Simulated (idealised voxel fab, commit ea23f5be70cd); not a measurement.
The following process module bears the name voxel fin reveal.
cross-section cut | 285 nm wide | cells 5 nm
In what follows, cross-sections appear as grids of square cells, described through bands that run from the top down, where every band is one or more rows of cells. Top, bottom (nm), then materials left to right with widths (nm); lone material tagged "edge to edge" fills the whole band edge to edge; "air" = empty space. All heights in this document are referenced to 0, defined as the level beneath which the wafer, as received, consists entirely of one material. The lowest band is not bounded below; it extends indefinitely downward and is written in the form "0 down". A two-number width, for instance "30->40", indicates that the width is equal to the first number in the top row of the band and to the second number in the bottom row, and that it changes by a constant amount per row of cells. "no alteration", as given for a step, is the statement that not any cell of the cross-section underwent a change during that step. The entry titled "Internal closed voids" provides the empty spaces that have no open way to the top, restricted to those of 8 cells or more. Each is presented as width x height at distance, the distance being measured from the left edge, with all three in nm. It should be noted that, on the line of a given step, the content following the step's settings is a remark produced by the simulator itself with respect to that step. overlay nm: for a step with a mask, the amount by which the mask lay right of where it was planned; a negative amount means left of it.
The process steps that were planned are listed below:
1. op RECEIVE | material Si
2. op CONFORMAL_DEP | material SiN | thk nm 5
3. op MASKED_ETCH | tone cover | mask id FINS | width nm 15 | pitch nm 45 | etch materials SiN | depth nm 5 | overlay nm 0
4. op MASKED_ETCH | tone cover | mask id FINS | width nm 15 | pitch nm 45 | etch materials Si | depth nm 40 | overlay nm 0
5. op FILL_DEP | material SiO2 | thk nm 5
6. op CMP | height nm 5
7. op SELECTIVE_ETCH | etch materials SiO2 | depth nm 30
8. op STRIP | etch materials SiN
As received (post step 1): cross-section:
    0 down: Si edge to edge
    Internal closed voids: none
Starting structure and process plan are as shown above, but one mistake was made in running the module; the wafer cross-section at the end of the module follows:
    0 to -25: 110 nm air / 15 nm Si / 30 nm air / 15 nm Si / 115 nm air
    -25 to -80: 110 nm SiO2 / 15 nm Si / 30 nm SiO2 / 15 nm Si / 115 nm SiO2
    -80 down: Si edge to edge
    Internal closed voids: none
It is concluded that the wafer was processed incorrectly with respect to the plan, in that step 4 of the plan was performed twice
